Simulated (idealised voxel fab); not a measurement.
Presented below is a process module, voxel ribs on slabs.
Cross-section cut: width 185 nm, square cells of 5 nm.
We lay out every cross-section as a grid of square cells and spell it out in bands from the top down, where one band means one or more rows of cells. Top, bottom (nm), then materials left to right with widths (nm); lone material tagged "everywhere" fills the whole band edge to edge; "air" = empty space. Convention: height 0 is the level below which the wafer, as received, is all one material. The lowest band does not terminate at the bottom but continues downward, represented as "top 0, no bottom". With a width like "30->40", each row of cells in the band differs from the next by the same amount, the top row carrying the first number and the bottom row the second. "no alterations made", as given for a step, is the statement that not any cell of the cross-section underwent a change during that step. What "Entrapped voids" gives you is every empty space of 8 cells or more that is cut off from the top. Each appears as width x height at distance, with the distance taken from the left edge and width, height and distance all in nm. The remark found on a step's line after its settings is issued by the simulator itself and pertains to that step. You can add "overlay nm" to a step's line. For a step with a mask, it describes how far the mask lay to the right of its planned position, and a negative number describes a lay to the left.

[Intended process steps]
1) RECEIVE, material Si
2) DIRECTIONAL_DEP, material SiO2, thk nm 30
3) DIRECTIONAL_DEP, material SiN, thk nm 20
4) MASKED_ETCH, tone cover, mask id RIB, width nm 25, etch materials SiN, depth nm 15, overlay nm 0
5) MASKED_ETCH, tone cover, mask id SLAB, width nm 75, etch materials SiN, depth nm 5, overlay nm 0
6) FILL_DEP, material SiO2, thk nm 25
7) CMP, height nm 70
8) DIRECTIONAL_DEP, material TiN, thk nm 5
9) PATTERN, tone cover, mask id HEATER, material resist, width nm 35, thk nm 20, overlay nm 0
10) DIRECTIONAL_ETCH, etch materials TiN, depth nm 5
11) STRIP, etch materials resist
12) CONFORMAL_DEP, material SiN, thk nm 5

[Delivered wafer in cross-section: state after step 1]
  top 0, no bottom = Si everywhere
  Entrapped voids: none

[The first of the two wafers as seen in cross-section once the module was finished; processing followed the plan]
  top 80, bottom 75 = 70 nm air / 45 nm SiN / 70 nm air
  top 75, bottom 70 = 75 nm SiN / 35 nm TiN / 75 nm SiN
  top 70, bottom 50 = SiO2 everywhere
  top 50, bottom 35 = 80 nm SiO2 / 25 nm SiN / 80 nm SiO2
  top 35, bottom 30 = 55 nm SiO2 / 75 nm SiN / 55 nm SiO2
  top 30, bottom 0 = SiO2 everywhere
  top 0, no bottom = Si everywhere
  Entrapped voids: none

[So this is wafer number two of the two, cut at the end of the module - it started where the first did and had the same plan, we just got one thing wrong running it]
  top 80, bottom 70 = SiN everywhere
  top 70, bottom 50 = SiO2 everywhere
  top 50, bottom 35 = 80 nm SiO2 / 25 nm SiN / 80 nm SiO2
  top 35, bottom 30 = 55 nm SiO2 / 75 nm SiN / 55 nm SiO2
  top 30, bottom 0 = SiO2 everywhere
  top 0, no bottom = Si everywhere
  Entrapped voids: none
Where did the run depart from the plan? planned and actual differ for step 8; actual: DIRECTIONAL_DEP, material SiN, thk nm 5
Final tally in cells, some materials are higher or lower on the second wafer than on the first: 35 more of SiN; 7 fewer of TiN
